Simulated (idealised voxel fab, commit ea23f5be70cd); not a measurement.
process module | voxel plated lines
cross-section cut | 210 nm wide | cells 5 nm
A cross-section is a grid of square cells, given in bands from the top down. A band is one or more rows of cells.
Each band's line starts with the height of the band's top and of its bottom, in nm. Then come its materials from left to right, each with its width in nm. One material with "throughout" fills the band from edge to edge. "air" is empty space.
Height 0 is the level under which the wafer as received is all one material. The lowest band goes on downwards, as in "0 down".
A width such as "30 to 40" changes by the same amount from each row of cells to the next, from the band's top row to its bottom row.
"no change" after a step means that no cell of the cross-section changed.
closed voids: empty space of 8 cells or more with no open way to the top, each as width x height at its distance from the left edge, in nm
after a step's settings: what the simulator itself notes on the step
overlay nm, on a step with a mask: how far to the right of its planned place the mask lay; to the left if negative
plan
1 op RECEIVE | material Si
2 op CONFORMAL_DEP | material SiN | thk nm 10
3 op DIRECTIONAL_DEP | material TiN | thk nm 5
4 op PATTERN | tone open | mask id LINES | material resist | width nm 20 | pitch nm 45 | thk nm 30 | overlay nm 0
5 op EPI | material Ru | thk nm 10
6 op EPI | material Ru | thk nm 10
7 op STRIP | etch materials resist
8 op DIRECTIONAL_ETCH | etch materials TiN | depth nm 5
9 op CONFORMAL_DEP | material SiCN | thk nm 5
first wafer, as planned
as received, after step 1
  0 down: Si throughout
  closed voids: none
after step 2
  10 to 0: SiN throughout
  below 0: unchanged
after step 3
  15 to 10: TiN throughout
  below 10: unchanged
after step 4
  45 to 15: resist 25 | air 20 | resist 25 | air 20 | resist 25 | air 20 | resist 25 | air 20 | resist 30
  below 15: unchanged
after step 5
  45 to 25: resist 25 | air 20 | resist 25 | air 20 | resist 25 | air 20 | resist 25 | air 20 | resist 30
  25 to 15: resist 25 | Ru 20 | resist 25 | Ru 20 | resist 25 | Ru 20 | resist 25 | Ru 20 | resist 30
  below 15: unchanged
after step 6
  45 to 35: resist 25 | air 20 | resist 25 | air 20 | resist 25 | air 20 | resist 25 | air 20 | resist 30
  35 to 15: resist 25 | Ru 20 | resist 25 | Ru 20 | resist 25 | Ru 20 | resist 25 | Ru 20 | resist 30
  below 15: unchanged
after step 7
  35 to 15: air 25 | Ru 20 | air 25 | Ru 20 | air 25 | Ru 20 | air 25 | Ru 20 | air 30
  below 15: unchanged
after step 8
  35 to 15: air 25 | Ru 20 | air 25 | Ru 20 | air 25 | Ru 20 | air 25 | Ru 20 | air 30
  15 to 10: air 25 | TiN 20 | air 25 | TiN 20 | air 25 | TiN 20 | air 25 | TiN 20 | air 30
  below 10: unchanged
after step 9
  40 to 35: air 20 | SiCN 30 | air 15 | SiCN 30 | air 15 | SiCN 30 | air 15 | SiCN 30 | air 25
  35 to 15: air 20 | SiCN 5 | Ru 20 | SiCN 5 | air 15 | SiCN 5 | Ru 20 | SiCN 5 | air 15 | SiCN 5 | Ru 20 | SiCN 5 | air 15 | SiCN 5 | Ru 20 | SiCN 5 | air 25
  15 to 10: SiCN 25 | TiN 20 | SiCN 25 | TiN 20 | SiCN 25 | TiN 20 | SiCN 25 | TiN 20 | SiCN 30
  below 10: unchanged
second wafer: like start, like plan, one mistake. Through step 1 it matches the first wafer
when step 2 should have ended
  5 to 0: TiN throughout
  below 0: unchanged
when step 3 should have ended
  15 to 5: SiN throughout
  below 5: unchanged
when step 4 should have ended
  45 to 15: resist 25 | air 20 | resist 25 | air 20 | resist 25 | air 20 | resist 25 | air 20 | resist 30
  below 15: unchanged
when step 5 should have ended: no change
when step 6 should have ended: no change
when step 7 should have ended
  15 to 5: SiN throughout
  below 5: unchanged
when step 8 should have ended: no change
when step 9 should have ended
  20 to 15: SiCN throughout
  below 15: unchanged
what went wrong: steps 2 and 3 were swapped
at the end the second wafer has, in cells: 64 fewer of Ru | 40 fewer of SiCN | 26 more of TiN
